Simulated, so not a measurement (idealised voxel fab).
Process module heading - voxel wiring stack
Cross-sectional view cut (width: 270 nm; square cell size: 5 nm).
Cross-section = grid of square cells, listed top down in bands; band = one or more rows.
The band entry comprises the height of the band's top followed by the height of its bottom, expressed in nm, and subsequently the band's materials from left to right, each stated together with its width in nm. Where a single material is marked with the word "edge to edge", that material fills the band from edge to edge. The word "empty" represents empty space.
Height is counted from the level 0, under which the received wafer is composed throughout of one material. The lowest of the bands is not closed at the bottom but continues downward, in the notation "0 nm and below".
When a width is written as two numbers, as in "30 to 40", the first number is the width in the top row of cells of the band and the second is the width in its bottom row, and the width changes by the same amount from each row to the next.
"nothing altered" (step): cross-section cells unchanged, all of them.
The list in "Entrapped voids" covers empty spaces of 8 cells or more that cannot reach the top through any open way, and it gives each as width x height at distance; the distance is from the left edge, and width, height and distance are in nm.
Whatever follows a step's settings on its line is a remark the simulator itself makes about that step.
Among the settings permitted on a step's line is "overlay nm"; applied to a step with a mask, it specifies the extent to which the mask lay to the right of its planned position, whereas a negative figure signifies a position to the left.

# Planned step list for the process
1 RECEIVE | material Si
2 CONFORMAL_DEP | material SiO2 | thk nm 10
3 DIRECTIONAL_DEP | material TiN | thk nm 5
4 DIRECTIONAL_DEP | material Ru | thk nm 25
5 DIRECTIONAL_DEP | material aC | thk nm 10
6 PATTERN | tone cover | mask id METAL_1 | material resist | width nm 20 | pitch nm 45 | thk nm 25 | overlay nm 0
7 DIRECTIONAL_ETCH | etch materials aC | depth nm 10
8 STRIP | etch materials resist
9 DIRECTIONAL_ETCH | etch materials Ru | depth nm 25
10 DIRECTIONAL_ETCH | etch materials TiN | depth nm 5
11 STRIP | etch materials aC
12 CONFORMAL_DEP | material SiCN | thk nm 5
13 FILL_DEP | material SiO2 | thk nm 10
14 CMP | height nm 40
15 CONFORMAL_DEP | material SiCN | thk nm 5
16 DIRECTIONAL_DEP | material lowk | thk nm 10
17 PATTERN | tone open | mask id PLUG_1 | material resist | width nm 15 | pitch nm 90 | thk nm 20 | overlay nm 0
18 DIRECTIONAL_ETCH | etch materials lowk | depth nm 10
19 DIRECTIONAL_ETCH | etch materials SiCN | depth nm 5
20 STRIP | etch materials resist
21 CONFORMAL_DEP | material TiN | thk nm 5
22 FILL_DEP | material Ru | thk nm 10
23 CMP | height nm 55
24 CONFORMAL_DEP | material SiCN | thk nm 5
25 DIRECTIONAL_DEP | material lowk | thk nm 20
26 PATTERN | tone open | mask id METAL_2 | material resist | width nm 20 | pitch nm 45 | thk nm 15 | overlay nm 0
27 DIRECTIONAL_ETCH | etch materials lowk | depth nm 20
28 DIRECTIONAL_ETCH | etch materials SiCN | depth nm 5
29 STRIP | etch materials resist
30 CONFORMAL_DEP | material TiN | thk nm 5
31 FILL_DEP | material W | thk nm 10
32 CMP | height nm 80
33 CONFORMAL_DEP | material SiCN | thk nm 5
34 DIRECTIONAL_DEP | material lowk | thk nm 30
35 DIRECTIONAL_DEP | material aC | thk nm 10
36 PATTERN | tone open | mask id METAL_3 | material resist | width nm 20 | pitch nm 45 | thk nm 30 | overlay nm 0
37 DIRECTIONAL_ETCH | etch materials aC | depth nm 10
38 STRIP | etch materials resist
39 DIRECTIONAL_ETCH | etch materials lowk | depth nm 20
40 STRIP | etch materials aC
41 DIRECTIONAL_DEP | material aC | thk nm 10
42 PATTERN | tone open | mask id METAL_3_HOLES | material resist | width nm 15 | pitch nm 90 | thk nm 30 | overlay nm 0
43 DIRECTIONAL_ETCH | etch materials aC | depth nm 10
44 STRIP | etch materials resist
45 DIRECTIONAL_ETCH | etch materials lowk | depth nm 10
46 DIRECTIONAL_ETCH | etch materials SiCN | depth nm 5
47 STRIP | etch materials aC
48 CONFORMAL_DEP | material TiN | thk nm 5
49 FILL_DEP | material Ru | thk nm 10
50 CMP | height nm 115
51 CONFORMAL_DEP | material SiCN | thk nm 5
52 DIRECTIONAL_DEP | material SiO2 | thk nm 10
53 DIRECTIONAL_DEP | material aC | thk nm 15
54 PATTERN | tone open | mask id PLUG_3 | material resist | width nm 15 | pitch nm 45 | thk nm 35 | overlay nm 0
55 DIRECTIONAL_ETCH | etch materials aC | depth nm 15
56 STRIP | etch materials resist
57 DIRECTIONAL_ETCH | etch materials SiO2 | depth nm 10
58 DIRECTIONAL_ETCH | etch materials SiCN | depth nm 5
59 STRIP | etch materials aC
60 EPI | material Ru | thk nm 10
61 EPI | material Ru | thk nm 5
62 CONFORMAL_DEP | material SiCN | thk nm 5
63 DIRECTIONAL_DEP | material SiO2 | thk nm 20
64 PATTERN | tone open | mask id METAL_4 | material resist | width nm 20 | pitch nm 45 | thk nm 20 | overlay nm 0
65 DIRECTIONAL_ETCH | etch materials SiO2 | depth nm 20
66 DIRECTIONAL_ETCH | etch materials SiCN | depth nm 5
67 STRIP | etch materials resist
68 CONFORMAL_DEP | material TiN | thk nm 5
69 FILL_DEP | material W | thk nm 5
70 CMP | height nm 155
71 CONFORMAL_DEP | material SiCN | thk nm 5

# Cross-section of the incoming wafer, state after step 1
0 nm and below = Si edge to edge
Entrapped voids: none

# As-planned run: cross-section of the first of two wafers at end of module
160 nm to 155 nm = SiCN edge to edge
155 nm to 135 nm = SiO2 55 nm / TiN 5 nm / W 10 nm / TiN 5 nm / SiO2 25 nm / TiN 5 nm / W 10 nm / TiN 5 nm / SiO2 25 nm / TiN 5 nm / W 10 nm / TiN 5 nm / SiO2 25 nm / TiN 5 nm / W 10 nm / TiN 5 nm / SiO2 60 nm
135 nm to 130 nm = SiCN 55 nm / TiN 20 nm / SiCN 25 nm / TiN 20 nm / SiCN 25 nm / TiN 20 nm / SiCN 25 nm / TiN 20 nm / SiCN 60 nm
130 nm to 120 nm = SiO2 55 nm / Ru 15 nm / SiO2 30 nm / Ru 15 nm / SiO2 30 nm / Ru 15 nm / SiO2 30 nm / Ru 15 nm / SiO2 65 nm
120 nm to 115 nm = SiCN 55 nm / Ru 15 nm / SiCN 30 nm / Ru 15 nm / SiCN 30 nm / Ru 15 nm / SiCN 30 nm / Ru 15 nm / SiCN 65 nm
115 nm to 100 nm = lowk 55 nm / TiN 5 nm / Ru 10 nm / TiN 5 nm / lowk 25 nm / TiN 5 nm / Ru 10 nm / TiN 5 nm / lowk 25 nm / TiN 5 nm / Ru 10 nm / TiN 5 nm / lowk 25 nm / TiN 5 nm / Ru 10 nm / TiN 5 nm / lowk 60 nm
100 nm to 95 nm = lowk 55 nm / TiN 5 nm / Ru 5 nm / TiN 10 nm / lowk 25 nm / TiN 20 nm / lowk 25 nm / TiN 5 nm / Ru 5 nm / TiN 10 nm / lowk 25 nm / TiN 20 nm / lowk 60 nm
95 nm to 85 nm = lowk 55 nm / TiN 5 nm / Ru 5 nm / TiN 5 nm / lowk 75 nm / TiN 5 nm / Ru 5 nm / TiN 5 nm / lowk 110 nm
85 nm to 80 nm = SiCN 55 nm / TiN 15 nm / SiCN 75 nm / TiN 15 nm / SiCN 110 nm
80 nm to 60 nm = lowk 55 nm / TiN 5 nm / W 10 nm / TiN 5 nm / lowk 25 nm / TiN 5 nm / W 10 nm / TiN 5 nm / lowk 25 nm / TiN 5 nm / W 10 nm / TiN 5 nm / lowk 25 nm / TiN 5 nm / W 10 nm / TiN 5 nm / lowk 60 nm
60 nm to 55 nm = SiCN 55 nm / TiN 20 nm / SiCN 25 nm / TiN 20 nm / SiCN 25 nm / TiN 20 nm / SiCN 25 nm / TiN 20 nm / SiCN 60 nm
55 nm to 45 nm = lowk 55 nm / TiN 5 nm / Ru 5 nm / TiN 5 nm / lowk 75 nm / TiN 5 nm / Ru 5 nm / TiN 5 nm / lowk 110 nm
45 nm to 40 nm = SiCN 55 nm / TiN 15 nm / SiCN 75 nm / TiN 15 nm / SiCN 110 nm
40 nm to 15 nm = SiO2 50 nm / SiCN 5 nm / Ru 20 nm / SiCN 5 nm / SiO2 15 nm / SiCN 5 nm / Ru 20 nm / SiCN 5 nm / SiO2 15 nm / SiCN 5 nm / Ru 20 nm / SiCN 5 nm / SiO2 15 nm / SiCN 5 nm / Ru 20 nm / SiCN 5 nm / SiO2 55 nm
15 nm to 10 nm = SiCN 55 nm / TiN 20 nm / SiCN 25 nm / TiN 20 nm / SiCN 25 nm / TiN 20 nm / SiCN 25 nm / TiN 20 nm / SiCN 60 nm
10 nm to 0 nm = SiO2 edge to edge
0 nm and below = Si edge to edge
Entrapped voids: none

# End of module, second wafer, cross-section. Started like the first, planned like the first, run with one mistake
160 nm to 155 nm = SiCN edge to edge
155 nm to 150 nm = TiN 60 nm / W 10 nm / TiN 35 nm / W 10 nm / TiN 35 nm / W 10 nm / TiN 35 nm / W 10 nm / TiN 65 nm
150 nm to 135 nm = SiO2 55 nm / TiN 5 nm / W 10 nm / TiN 5 nm / SiO2 25 nm / TiN 5 nm / W 10 nm / TiN 5 nm / SiO2 25 nm / TiN 5 nm / W 10 nm / TiN 5 nm / SiO2 25 nm / TiN 5 nm / W 10 nm / TiN 5 nm / SiO2 60 nm
135 nm to 130 nm = SiO2 55 nm / TiN 20 nm / SiO2 25 nm / TiN 20 nm / SiO2 25 nm / TiN 20 nm / SiO2 25 nm / TiN 20 nm / SiO2 60 nm
130 nm to 120 nm = SiO2 55 nm / Ru 15 nm / SiO2 30 nm / Ru 15 nm / SiO2 30 nm / Ru 15 nm / SiO2 30 nm / Ru 15 nm / SiO2 65 nm
120 nm to 115 nm = SiCN 55 nm / Ru 15 nm / SiCN 30 nm / Ru 15 nm / SiCN 30 nm / Ru 15 nm / SiCN 30 nm / Ru 15 nm / SiCN 65 nm
115 nm to 100 nm = lowk 55 nm / TiN 5 nm / Ru 10 nm / TiN 5 nm / lowk 25 nm / TiN 5 nm / Ru 10 nm / TiN 5 nm / lowk 25 nm / TiN 5 nm / Ru 10 nm / TiN 5 nm / lowk 25 nm / TiN 5 nm / Ru 10 nm / TiN 5 nm / lowk 60 nm
100 nm to 95 nm = lowk 55 nm / TiN 5 nm / Ru 5 nm / TiN 10 nm / lowk 25 nm / TiN 20 nm / lowk 25 nm / TiN 5 nm / Ru 5 nm / TiN 10 nm / lowk 25 nm / TiN 20 nm / lowk 60 nm
95 nm to 85 nm = lowk 55 nm / TiN 5 nm / Ru 5 nm / TiN 5 nm / lowk 75 nm / TiN 5 nm / Ru 5 nm / TiN 5 nm / lowk 110 nm
85 nm to 80 nm = SiCN 55 nm / TiN 15 nm / SiCN 75 nm / TiN 15 nm / SiCN 110 nm
80 nm to 60 nm = lowk 55 nm / TiN 5 nm / W 10 nm / TiN 5 nm / lowk 25 nm / TiN 5 nm / W 10 nm / TiN 5 nm / lowk 25 nm / TiN 5 nm / W 10 nm / TiN 5 nm / lowk 25 nm / TiN 5 nm / W 10 nm / TiN 5 nm / lowk 60 nm
60 nm to 55 nm = SiCN 55 nm / TiN 20 nm / SiCN 25 nm / TiN 20 nm / SiCN 25 nm / TiN 20 nm / SiCN 25 nm / TiN 20 nm / SiCN 60 nm
55 nm to 45 nm = lowk 55 nm / TiN 5 nm / Ru 5 nm / TiN 5 nm / lowk 75 nm / TiN 5 nm / Ru 5 nm / TiN 5 nm / lowk 110 nm
45 nm to 40 nm = SiCN 55 nm / TiN 15 nm / SiCN 75 nm / TiN 15 nm / SiCN 110 nm
40 nm to 15 nm = SiO2 50 nm / SiCN 5 nm / Ru 20 nm / SiCN 5 nm / SiO2 15 nm / SiCN 5 nm / Ru 20 nm / SiCN 5 nm / SiO2 15 nm / SiCN 5 nm / Ru 20 nm / SiCN 5 nm / SiO2 15 nm / SiCN 5 nm / Ru 20 nm / SiCN 5 nm / SiO2 55 nm
15 nm to 10 nm = SiCN 55 nm / TiN 20 nm / SiCN 25 nm / TiN 20 nm / SiCN 25 nm / TiN 20 nm / SiCN 25 nm / TiN 20 nm / SiCN 60 nm
10 nm to 0 nm = SiO2 edge to edge
0 nm and below = Si edge to edge
Entrapped voids: none
Processing error: skipped: plan step 62 (never run)
The closing comparison, in cells, has the second wafer with more or fewer of some materials than the first: SiCN: 38 fewer | TiN: 38 more
